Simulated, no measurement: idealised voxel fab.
Proc. module: voxel self aligned vias
Section shown: cut. Width: 175 nm. Cell size: 5 nm, square.
Each cross-section below is a grid of square cells, stated as bands in top-down order, with one or more rows of cells making up each band.
Heads up on the band format: heights come first, top then bottom, in nm. After that it's the materials left to right, each with its width in nm. A single material flagged "edge to edge" fills the whole band edge to edge, and "empty" means there's empty space there.
Height 0 is the level under which the wafer as received is all one material. The lowest band goes on downwards, as in "0 and below".
Graded width ("30..40"): value in top row of band = first number; value in bottom row = second number; row-to-row change constant.
A step reported as "no change occurred" is a step in which no cell of the cross-section changed.
Any empty space of 8 cells or more lacking an open way to the top shows up in "Encapsulated voids" as width x height at distance, distance from the left edge, in nm.
Post-settings text on a step line: simulator's own remark regarding the step.
What "overlay nm" on a step's line means: if the step has a mask, that mask lay this far to the right of its planned place, or, when the value is negative, to the left.
## List of planned process steps
1. RECEIVE (material Si)
2. CONFORMAL_DEP (material SiO2; thk nm 15)
3. CONFORMAL_DEP (material SiCN; thk nm 5)
4. DIRECTIONAL_DEP (material lowk; thk nm 20)
5. MASKED_ETCH (tone open; mask id LINES; width nm 20; pitch nm 70; etch materials lowk; depth nm 20; overlay nm 0)
6. CONFORMAL_DEP (material TiN; thk nm 5)
7. FILL_DEP (material Ru; thk nm 10)
8. CMP (height nm 40)
9. SELECTIVE_ETCH (etch materials W Ru TiN; depth nm 5)
10. FILL_DEP (material SiN; thk nm 10)
11. CMP (height nm 40)
12. DIRECTIONAL_DEP (material lowk; thk nm 20)
13. DIRECTIONAL_DEP (material aC; thk nm 15)
14. PATTERN (tone open; mask id VIAS; material resist; width nm 40; pitch nm 70; thk nm 30; overlay nm 0)
15. DIRECTIONAL_ETCH (etch materials aC; depth nm 15)
16. STRIP (etch materials resist)
17. DIRECTIONAL_ETCH (etch materials lowk; depth nm 20)
18. DIRECTIONAL_ETCH (etch materials SiN; depth nm 5)
19. STRIP (etch materials aC)
20. CONFORMAL_DEP (material TiN; thk nm 5)
21. FILL_DEP (material Ru; thk nm 10)
22. CMP (height nm 60)
23. CONFORMAL_DEP (material SiCN; thk nm 5)
Wafer-to-wafer difference: width nm, step 5. Common start. Plan = first wafer's value.
## First of several wafers (as received, post step 1), cross-sectional view
- 0 and below: Si edge to edge
- Encapsulated voids: none
## Basically each wafer gets a line in the table, showing it at the end of the module: material by material, the cells it gained (+) or lost (-) since we got it, then its closed voids
width nm 20; +48 Ru; +70 SiCN; +105 SiO2; +48 TiN; +184 lowk; Encapsulated voids: none
width nm 25; +54 Ru; +70 SiCN; +105 SiO2; +50 TiN; +176 lowk; Encapsulated voids: none
width nm 30; +60 Ru; +70 SiCN; +105 SiO2; +52 TiN; +168 lowk; Encapsulated voids: none
width nm 35; +66 Ru; +70 SiCN; +105 SiO2; +54 TiN; +160 lowk; Encapsulated voids: none
width nm 40; +72 Ru; +70 SiCN; +105 SiO2; +56 TiN; +152 lowk; Encapsulated voids: none
width nm 45; +76 Ru; +70 SiCN; +2 SiN; +105 SiO2; +58 TiN; +144 lowk; Encapsulated voids: none
